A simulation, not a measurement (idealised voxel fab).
process module | voxel fin reveal
cross-section cut | 165 nm wide | cells 5 nm
A cross-section is a grid of square cells, given in bands from the top down. A band is one or more rows of cells.
Each band's line starts with the height of the band's top and of its bottom, in nm. Then come its materials from left to right, each with its width in nm. One material with "throughout" fills the band from edge to edge. "air" is empty space.
Height 0 is the level under which the wafer as received is all one material. The lowest band goes on downwards, as in "0 down".
A width such as "30 to 40" changes by the same amount from each row of cells to the next, from the band's top row to its bottom row.
"no change" after a step means that no cell of the cross-section changed.
closed voids: empty space of 8 cells or more with no open way to the top, each as width x height at its distance from the left edge, in nm
after a step's settings: what the simulator itself notes on the step
overlay nm, on a step with a mask: how far to the right of its planned place the mask lay; to the left if negative
plan
1 op RECEIVE | material Si
2 op CONFORMAL_DEP | material SiN | thk nm 5
3 op PATTERN | tone cover | mask id FINS | material resist | width nm 15 | pitch nm 35 | thk nm 20 | overlay nm 0
4 op DIRECTIONAL_ETCH | etch materials SiN | depth nm 5
5 op DIRECTIONAL_ETCH | etch materials Si | depth nm 30
6 op STRIP | etch materials resist
7 op OXIDIZE | depth nm 5
8 op FILL_DEP | material SiO2 | thk nm 5
9 op CMP | height nm 5
10 op SELECTIVE_ETCH | etch materials SiO2 | depth nm 20
11 op STRIP | etch materials SiN
12 op CONFORMAL_DEP | material HfO2 | thk nm 5
first wafer, as planned
as received, after step 1
  0 down: Si throughout
  closed voids: none
after step 2
  5 to 0: SiN throughout
  below 0: unchanged
after step 3
  25 to 5: air 20 | resist 15 | air 20 | resist 15 | air 20 | resist 15 | air 20 | resist 15 | air 25
  below 5: unchanged
after step 4
  25 to 5: air 20 | resist 15 | air 20 | resist 15 | air 20 | resist 15 | air 20 | resist 15 | air 25
  5 to 0: air 20 | SiN 15 | air 20 | SiN 15 | air 20 | SiN 15 | air 20 | SiN 15 | air 25
  below 0: unchanged
after step 5
  25 to 5: air 20 | resist 15 | air 20 | resist 15 | air 20 | resist 15 | air 20 | resist 15 | air 25
  5 to 0: air 20 | SiN 15 | air 20 | SiN 15 | air 20 | SiN 15 | air 20 | SiN 15 | air 25
  0 to -30: air 20 | Si 15 | air 20 | Si 15 | air 20 | Si 15 | air 20 | Si 15 | air 25
  below -30: unchanged
after step 6
  5 to 0: air 20 | SiN 15 | air 20 | SiN 15 | air 20 | SiN 15 | air 20 | SiN 15 | air 25
  below 0: unchanged
after step 7
  5 to 0: air 20 | SiN 15 | air 20 | SiN 15 | air 20 | SiN 15 | air 20 | SiN 15 | air 25
  0 to -30: air 20 | SiO2 5 | Si 5 | SiO2 5 | air 20 | SiO2 5 | Si 5 | SiO2 5 | air 20 | SiO2 5 | Si 5 | SiO2 5 | air 20 | SiO2 5 | Si 5 | SiO2 5 | air 25
  -30 to -35: SiO2 25 | Si 5 | SiO2 30 | Si 5 | SiO2 30 | Si 5 | SiO2 30 | Si 5 | SiO2 30
  below -35: unchanged
after step 8
  10 to 5: SiO2 throughout
  5 to 0: SiO2 20 | SiN 15 | SiO2 20 | SiN 15 | SiO2 20 | SiN 15 | SiO2 20 | SiN 15 | SiO2 25
  0 to -35: SiO2 25 | Si 5 | SiO2 30 | Si 5 | SiO2 30 | Si 5 | SiO2 30 | Si 5 | SiO2 30
  below -35: unchanged
after step 9
  5 to 0: SiO2 20 | SiN 15 | SiO2 20 | SiN 15 | SiO2 20 | SiN 15 | SiO2 20 | SiN 15 | SiO2 25
  below 0: unchanged
after step 10
  5 to 0: air 20 | SiN 15 | air 20 | SiN 15 | air 20 | SiN 15 | air 20 | SiN 15 | air 25
  0 to -15: air 25 | Si 5 | air 30 | Si 5 | air 30 | Si 5 | air 30 | Si 5 | air 30
  below -15: unchanged
after step 11
  0 to -15: air 25 | Si 5 | air 30 | Si 5 | air 30 | Si 5 | air 30 | Si 5 | air 30
  below -15: unchanged
after step 12
  5 to 0: air 20 | HfO2 15 | air 20 | HfO2 15 | air 20 | HfO2 15 | air 20 | HfO2 15 | air 25
  0 to -10: air 20 | HfO2 5 | Si 5 | HfO2 5 | air 20 | HfO2 5 | Si 5 | HfO2 5 | air 20 | HfO2 5 | Si 5 | HfO2 5 | air 20 | HfO2 5 | Si 5 | HfO2 5 | air 25
  -10 to -15: HfO2 25 | Si 5 | HfO2 30 | Si 5 | HfO2 30 | Si 5 | HfO2 30 | Si 5 | HfO2 30
  below -15: unchanged
second wafer: like start, like plan, one mistake. Through step 2 it matches the first wafer
when step 3 should have ended
  25 to 5: resist 20 | air 15 | resist 20 | air 15 | resist 20 | air 15 | resist 20 | air 15 | resist 25
  below 5: unchanged
when step 4 should have ended
  25 to 5: resist 20 | air 15 | resist 20 | air 15 | resist 20 | air 15 | resist 20 | air 15 | resist 25
  5 to 0: SiN 20 | air 15 | SiN 20 | air 15 | SiN 20 | air 15 | SiN 20 | air 15 | SiN 25
  below 0: unchanged
when step 5 should have ended
  25 to 5: resist 20 | air 15 | resist 20 | air 15 | resist 20 | air 15 | resist 20 | air 15 | resist 25
  5 to 0: SiN 20 | air 15 | SiN 20 | air 15 | SiN 20 | air 15 | SiN 20 | air 15 | SiN 25
  0 to -30: Si 20 | air 15 | Si 20 | air 15 | Si 20 | air 15 | Si 20 | air 15 | Si 25
  below -30: unchanged
when step 6 should have ended
  5 to 0: SiN 20 | air 15 | SiN 20 | air 15 | SiN 20 | air 15 | SiN 20 | air 15 | SiN 25
  below 0: unchanged
when step 7 should have ended
  5 to 0: SiN 20 | air 15 | SiN 20 | air 15 | SiN 20 | air 15 | SiN 20 | air 15 | SiN 25
  0 to -30: Si 15 | SiO2 5 | air 15 | SiO2 5 | Si 10 | SiO2 5 | air 15 | SiO2 5 | Si 10 | SiO2 5 | air 15 | SiO2 5 | Si 10 | SiO2 5 | air 15 | SiO2 5 | Si 20
  -30 to -35: Si 15 | SiO2 25 | Si 10 | SiO2 25 | Si 10 | SiO2 25 | Si 10 | SiO2 25 | Si 20
  below -35: unchanged
when step 8 should have ended
  10 to 5: SiO2 throughout
  5 to 0: SiN 20 | SiO2 15 | SiN 20 | SiO2 15 | SiN 20 | SiO2 15 | SiN 20 | SiO2 15 | SiN 25
  0 to -35: Si 15 | SiO2 25 | Si 10 | SiO2 25 | Si 10 | SiO2 25 | Si 10 | SiO2 25 | Si 20
  below -35: unchanged
when step 9 should have ended
  5 to 0: SiN 20 | SiO2 15 | SiN 20 | SiO2 15 | SiN 20 | SiO2 15 | SiN 20 | SiO2 15 | SiN 25
  below 0: unchanged
when step 10 should have ended
  5 to 0: SiN 20 | air 15 | SiN 20 | air 15 | SiN 20 | air 15 | SiN 20 | air 15 | SiN 25
  0 to -15: Si 15 | air 25 | Si 10 | air 25 | Si 10 | air 25 | Si 10 | air 25 | Si 20
  below -15: unchanged
when step 11 should have ended
  0 to -15: Si 15 | air 25 | Si 10 | air 25 | Si 10 | air 25 | Si 10 | air 25 | Si 20
  below -15: unchanged
when step 12 should have ended
  5 to 0: HfO2 20 | air 15 | HfO2 20 | air 15 | HfO2 20 | air 15 | HfO2 20 | air 15 | HfO2 25
  0 to -10: Si 15 | HfO2 5 | air 15 | HfO2 5 | Si 10 | HfO2 5 | air 15 | HfO2 5 | Si 10 | HfO2 5 | air 15 | HfO2 5 | Si 10 | HfO2 5 | air 15 | HfO2 5 | Si 20
  -10 to -15: Si 15 | HfO2 25 | Si 10 | HfO2 25 | Si 10 | HfO2 25 | Si 10 | HfO2 25 | Si 20
  below -15: unchanged
what went wrong: step 3 ran as: op PATTERN | tone open | mask id FINS | material resist | width nm 15 | pitch nm 35 | thk nm 20 | overlay nm 0
at the end the second wafer has, in cells: 63 more of Si | 36 fewer of SiO2
